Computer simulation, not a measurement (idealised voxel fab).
process module | voxel ribs on slabs
cross-section cut | 295 nm wide | cells 5 nm
A cross-section is a grid of square cells, given in bands from the top down. A band is one or more rows of cells.
Each band's line starts with the height of the band's top and of its bottom, in nm. Then come its materials from left to right, each with its width in nm. One material with "throughout" fills the band from edge to edge. "air" is empty space.
Height 0 is the level under which the wafer as received is all one material. The lowest band goes on downwards, as in "0 down".
A width such as "30 to 40" changes by the same amount from each row of cells to the next, from the band's top row to its bottom row.
"no change" after a step means that no cell of the cross-section changed.
closed voids: empty space of 8 cells or more with no open way to the top, each as width x height at its distance from the left edge, in nm
after a step's settings: what the simulator itself notes on the step
overlay nm, on a step with a mask: how far to the right of its planned place the mask lay; to the left if negative
plan
1 op RECEIVE | material Si
2 op DIRECTIONAL_DEP | material SiO2 | thk nm 15
3 op DIRECTIONAL_DEP | material SiN | thk nm 25
4 op MASKED_ETCH | tone cover | mask id RIB | width nm 30 | etch materials SiN | depth nm 5 | overlay nm 0
5 op PATTERN | tone cover | mask id SLAB | material resist | width nm 60 | thk nm 20 | overlay nm 0
6 op DIRECTIONAL_ETCH | etch materials SiN | depth nm 20
7 op STRIP | etch materials resist
8 op FILL_DEP | material SiO2 | thk nm 25
9 op CMP | height nm 65
10 op DIRECTIONAL_DEP | material W | thk nm 5
11 op DIRECTIONAL_DEP | material aC | thk nm 10
12 op PATTERN | tone cover | mask id HEATER | material resist | width nm 40 | thk nm 30 | overlay nm 0
13 op DIRECTIONAL_ETCH | etch materials aC | depth nm 10
14 op STRIP | etch materials resist
15 op DIRECTIONAL_ETCH | etch materials W | depth nm 5
16 op STRIP | etch materials aC
17 op CONFORMAL_DEP | material SiO2 | thk nm 5
varied across the wafers: thk nm of step 2. The plan shows the first wafer's value. All wafers start alike
first wafer as received, after step 1
  0 down: Si throughout
  closed voids: none
each wafer at the end: cells of each material gained (+) or lost (-) since it was received, then its closed voids
thk nm 15 | +54 SiN | +774 SiO2 | +8 W | closed voids: none
thk nm 20 | +54 SiN | +774 SiO2 | +8 W | closed voids: none
thk nm 25 | +54 SiN | +774 SiO2 | +8 W | closed voids: none
thk nm 30 | +54 SiN | +774 SiO2 | +8 W | closed voids: none
thk nm 35 | +54 SiN | +774 SiO2 | +8 W | closed voids: none
